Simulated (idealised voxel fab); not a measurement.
voxel spacer lines: a process module
This is section cut - it's 280 nm across, gridded in 5 nm square cells.
A cross-section is written here as square cells arranged in a grid, and it is given in bands from the top down, each band taking up one or more rows of cells. First you get the band's top height and its bottom height, in nm, and then the materials it's made of, left to right, with each width in nm. If you see a single material with "edge to edge", that one covers the band edge to edge. "empty" is empty space. Heights from 0 (as-received wafer is one material below). Bottom band endless downward, as "from 0 down". You'd read "30 to 40" like this: the band's top row of cells is as wide as the first number, its bottom row is as wide as the second, and going down, every row changes width by the same amount as the row before did. For the purposes of this document, the phrase "remained unchanged" attached to a step denotes that no cell within the cross-section was modified by that step. The list in "Enclosed internal cavities" covers empty spaces of 8 cells or more that cannot reach the top through any open way, and it gives each as width x height at distance; the distance is from the left edge, and width, height and distance are in nm. It should be noted that, on the line of a given step, the content following the step's settings is a remark produced by the simulator itself with respect to that step. overlay nm: mask right of planned place by this much (step with mask). Neg. = left.

### Below is the list of planned process steps
1. RECEIVE (material Si)
2. CONFORMAL_DEP (material Al2O3; thk nm 10)
3. DIRECTIONAL_DEP (material SiN; thk nm 10)
4. DIRECTIONAL_DEP (material aC; thk nm 20)
5. PATTERN (tone cover; mask id MANDREL; material resist; width nm 25; pitch nm 70; thk nm 30; overlay nm -15)
6. DIRECTIONAL_ETCH (etch materials aC; depth nm 20)
7. STRIP (etch materials resist)
8. CONFORMAL_DEP (material SiO2; thk nm 10)
9. DIRECTIONAL_ETCH (etch materials SiO2; depth nm 10)
10. STRIP (etch materials aC)
11. DIRECTIONAL_ETCH (etch materials SiN; depth nm 10)
12. STRIP (etch materials SiO2)
Heads up: all these wafers start the same, and what changes between them is the overlay nm in step 5. The value you see in the plan is just what the first wafer got.

### Cross-section of the first incoming wafer of several, state after step 1
	from 0 down | Si edge to edge
	Enclosed internal cavities: none

### Basically each wafer gets a line in the table, showing it at the end of the module: material by material, the cells it gained (+) or lost (-) since we got it, then its closed voids
overlay nm -15 | +112 Al2O3 | +24 SiN | Enclosed internal cavities: none
overlay nm -10 | +112 Al2O3 | +24 SiN | Enclosed internal cavities: none
overlay nm -5 | +112 Al2O3 | +24 SiN | Enclosed internal cavities: none
overlay nm 0 | +112 Al2O3 | +24 SiN | Enclosed internal cavities: none
overlay nm 5 | +112 Al2O3 | +24 SiN | Enclosed internal cavities: none
overlay nm 10 | +112 Al2O3 | +24 SiN | Enclosed internal cavities: none
overlay nm 15 | +112 Al2O3 | +24 SiN | Enclosed internal cavities: none
